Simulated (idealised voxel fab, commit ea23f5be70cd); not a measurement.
Process module under the name voxel gate over fins
cross-section cut | 180 nm wide | cells 5 nm
Reading order for cross-sections: top band down to bottom band. Underlying form: a grid of square cells. Band size: one or more rows of cells.
Per band: top height and bottom height in nm, followed by the left-to-right materials and their widths in nm; "full width" marks a single material spanning edge to edge, "empty" marks empty space.
Counting heights begins at 0, where everything beneath is, in the wafer as received, one material. The lowest band has no bottom; it goes on downwards, as "z 0 and below" shows.
Per-row width for "30 to 40": begins at first number (top row of band), ends at second number (bottom row), increment between rows held constant.
"nothing changed" -> step changed no cross-section cell.
So "Cavities, sealed" is basically the list of trapped voids: any empty space of 8 cells or more that can't reach the top through an opening. They're written width x height at distance, the distance being from the left edge, and it's all nm.
Text after the settings on a step's line: the simulator's own remark on that step.
A step line may carry the setting "overlay nm", which, for steps involving a mask, states the distance by which the mask lay to the right of its intended position; negative values denote displacement to the left.
PROCESS STEPS (PLANNED)
- 1: RECEIVE, material Si
- 2: CONFORMAL_DEP, material SiN, thk nm 5
- 3: DIRECTIONAL_DEP, material aC, thk nm 15
- 4: PATTERN, tone cover, mask id FINS, material resist, width nm 15, pitch nm 40, thk nm 35, overlay nm 0
- 5: DIRECTIONAL_ETCH, etch materials aC, depth nm 15
- 6: STRIP, etch materials resist
- 7: DIRECTIONAL_ETCH, etch materials SiN, depth nm 5
- 8: DIRECTIONAL_ETCH, etch materials Si, depth nm 30
- 9: STRIP, etch materials aC
- 10: FILL_DEP, material SiO2, thk nm 10
- 11: CMP, height nm 5
- 12: SELECTIVE_ETCH, etch materials SiO2, depth nm 15
- 13: STRIP, etch materials SiN
- 14: CONFORMAL_DEP, material HfO2, thk nm 5
- 15: CONFORMAL_DEP, material TiN, thk nm 5
- 16: FILL_DEP, material W, thk nm 10
- 17: CMP, height nm 15
- 18: CONFORMAL_DEP, material SiCN, thk nm 5
THE FIRST OF THE TWO WAFERS, WHICH RAN AS PLANNED
CROSS-SECTION OF THE WAFER AS IT CAME TO US, I.E., ALREADY THROUGH STEP 1
> z 0 and below: Si full width
> Cavities, sealed: none
THE WAFER IN CROSS-SECTION ONCE STEP 2 IS COMPLETE
> z 5 to 0: SiN full width
> Heights below 0 show no change.
THE WAFER IN CROSS-SECTION ONCE STEP 3 IS COMPLETE
> z 20 to 5: aC full width
> Heights below 5 show no change.
THE WAFER IN CROSS-SECTION ONCE STEP 4 IS COMPLETE
> z 55 to 20: empty (20) / resist (15) / empty (25) / resist (15) / empty (25) / resist (15) / empty (25) / resist (15) / empty (25)
> Heights below 20 show no change.
THE WAFER IN CROSS-SECTION ONCE STEP 5 IS COMPLETE
> z 40 to 20: empty (20) / resist (15) / empty (25) / resist (15) / empty (25) / resist (15) / empty (25) / resist (15) / empty (25)
> z 20 to 5: empty (20) / aC (15) / empty (25) / aC (15) / empty (25) / aC (15) / empty (25) / aC (15) / empty (25)
> Heights below 5 show no change.
THE WAFER IN CROSS-SECTION ONCE STEP 6 IS COMPLETE
> z 20 to 5: empty (20) / aC (15) / empty (25) / aC (15) / empty (25) / aC (15) / empty (25) / aC (15) / empty (25)
> Heights below 5 show no change.
THE WAFER IN CROSS-SECTION ONCE STEP 7 IS COMPLETE
> z 20 to 5: empty (20) / aC (15) / empty (25) / aC (15) / empty (25) / aC (15) / empty (25) / aC (15) / empty (25)
> z 5 to 0: empty (20) / SiN (15) / empty (25) / SiN (15) / empty (25) / SiN (15) / empty (25) / SiN (15) / empty (25)
> Heights below 0 show no change.
THE WAFER IN CROSS-SECTION ONCE STEP 8 IS COMPLETE
> z 20 to 5: empty (20) / aC (15) / empty (25) / aC (15) / empty (25) / aC (15) / empty (25) / aC (15) / empty (25)
> z 5 to 0: empty (20) / SiN (15) / empty (25) / SiN (15) / empty (25) / SiN (15) / empty (25) / SiN (15) / empty (25)
> z 0 to -30: empty (20) / Si (15) / empty (25) / Si (15) / empty (25) / Si (15) / empty (25) / Si (15) / empty (25)
> Heights below -30 show no change.
THE WAFER IN CROSS-SECTION ONCE STEP 9 IS COMPLETE
> z 5 to 0: empty (20) / SiN (15) / empty (25) / SiN (15) / empty (25) / SiN (15) / empty (25) / SiN (15) / empty (25)
> Heights below 0 show no change.
THE WAFER IN CROSS-SECTION ONCE STEP 10 IS COMPLETE
> z 15 to 5: SiO2 full width
> z 5 to 0: SiO2 (20) / SiN (15) / SiO2 (25) / SiN (15) / SiO2 (25) / SiN (15) / SiO2 (25) / SiN (15) / SiO2 (25)
> z 0 to -30: SiO2 (20) / Si (15) / SiO2 (25) / Si (15) / SiO2 (25) / Si (15) / SiO2 (25) / Si (15) / SiO2 (25)
> Heights below -30 show no change.
THE WAFER IN CROSS-SECTION ONCE STEP 11 IS COMPLETE
> z 5 to 0: SiO2 (20) / SiN (15) / SiO2 (25) / SiN (15) / SiO2 (25) / SiN (15) / SiO2 (25) / SiN (15) / SiO2 (25)
> Heights below 0 show no change.
THE WAFER IN CROSS-SECTION ONCE STEP 12 IS COMPLETE
> z 5 to 0: empty (20) / SiN (15) / empty (25) / SiN (15) / empty (25) / SiN (15) / empty (25) / SiN (15) / empty (25)
> z 0 to -10: empty (20) / Si (15) / empty (25) / Si (15) / empty (25) / Si (15) / empty (25) / Si (15) / empty (25)
> Heights below -10 show no change.
THE WAFER IN CROSS-SECTION ONCE STEP 13 IS COMPLETE
> z 0 to -10: empty (20) / Si (15) / empty (25) / Si (15) / empty (25) / Si (15) / empty (25) / Si (15) / empty (25)
> Heights below -10 show no change.
THE WAFER IN CROSS-SECTION ONCE STEP 14 IS COMPLETE
> z 5 to 0: empty (15) / HfO2 (25) / empty (15) / HfO2 (25) / empty (15) / HfO2 (25) / empty (15) / HfO2 (25) / empty (20)
> z 0 to -5: empty (15) / HfO2 (5) / Si (15) / HfO2 (5) / empty (15) / HfO2 (5) / Si (15) / HfO2 (5) / empty (15) / HfO2 (5) / Si (15) / HfO2 (5) / empty (15) / HfO2 (5) / Si (15) / HfO2 (5) / empty (20)
> z -5 to -10: HfO2 (20) / Si (15) / HfO2 (25) / Si (15) / HfO2 (25) / Si (15) / HfO2 (25) / Si (15) / HfO2 (25)
> Heights below -10 show no change.
THE WAFER IN CROSS-SECTION ONCE STEP 15 IS COMPLETE
> z 10 to 5: empty (10) / TiN (35) / empty (5) / TiN (35) / empty (5) / TiN (35) / empty (5) / TiN (35) / empty (15)
> z 5 to 0: empty (10) / TiN (5) / HfO2 (25) / TiN (5) / empty (5) / TiN (5) / HfO2 (25) / TiN (5) / empty (5) / TiN (5) / HfO2 (25) / TiN (5) / empty (5) / TiN (5) / HfO2 (25) / TiN (5) / empty (15)
> z 0 to -5: TiN (15) / HfO2 (5) / Si (15) / HfO2 (5) / TiN (15) / HfO2 (5) / Si (15) / HfO2 (5) / TiN (15) / HfO2 (5) / Si (15) / HfO2 (5) / TiN (15) / HfO2 (5) / Si (15) / HfO2 (5) / TiN (20)
> Heights below -5 show no change.
THE WAFER IN CROSS-SECTION ONCE STEP 16 IS COMPLETE
> z 20 to 10: W full width
> z 10 to 5: W (10) / TiN (35) / W (5) / TiN (35) / W (5) / TiN (35) / W (5) / TiN (35) / W (15)
> z 5 to 0: W (10) / TiN (5) / HfO2 (25) / TiN (5) / W (5) / TiN (5) / HfO2 (25) / TiN (5) / W (5) / TiN (5) / HfO2 (25) / TiN (5) / W (5) / TiN (5) / HfO2 (25) / TiN (5) / W (15)
> Heights below 0 show no change.
THE WAFER IN CROSS-SECTION ONCE STEP 17 IS COMPLETE
> z 15 to 10: W full width
> Heights below 10 show no change.
THE WAFER IN CROSS-SECTION ONCE STEP 18 IS COMPLETE
> z 20 to 15: SiCN full width
> Heights below 15 show no change.
SECOND WAFER (IDENTICAL START AND PLAN, ONE PROCESSING ERROR; MATCHES FIRST WAFER THROUGH STEP 16)
CROSS-SECTION: SECOND WAFER, TIME AT WHICH STEP 17 WAS SCHEDULED TO END
> z 5 to 0: W (10) / TiN (5) / HfO2 (25) / TiN (5) / W (5) / TiN (5) / HfO2 (25) / TiN (5) / W (5) / TiN (5) / HfO2 (25) / TiN (5) / W (5) / TiN (5) / HfO2 (25) / TiN (5) / W (15)
> Heights below 0 show no change.
CROSS-SECTION: SECOND WAFER, TIME AT WHICH STEP 18 WAS SCHEDULED TO END
> z 10 to 5: SiCN full width
> Heights below 5 show no change.
Run error: step 17, actual vs plan mismatch, actual run CMP, height nm 5
Counted in cells at the end, the second wafer holds more or fewer of these materials than the first: TiN: 28 fewer, W: 44 fewer
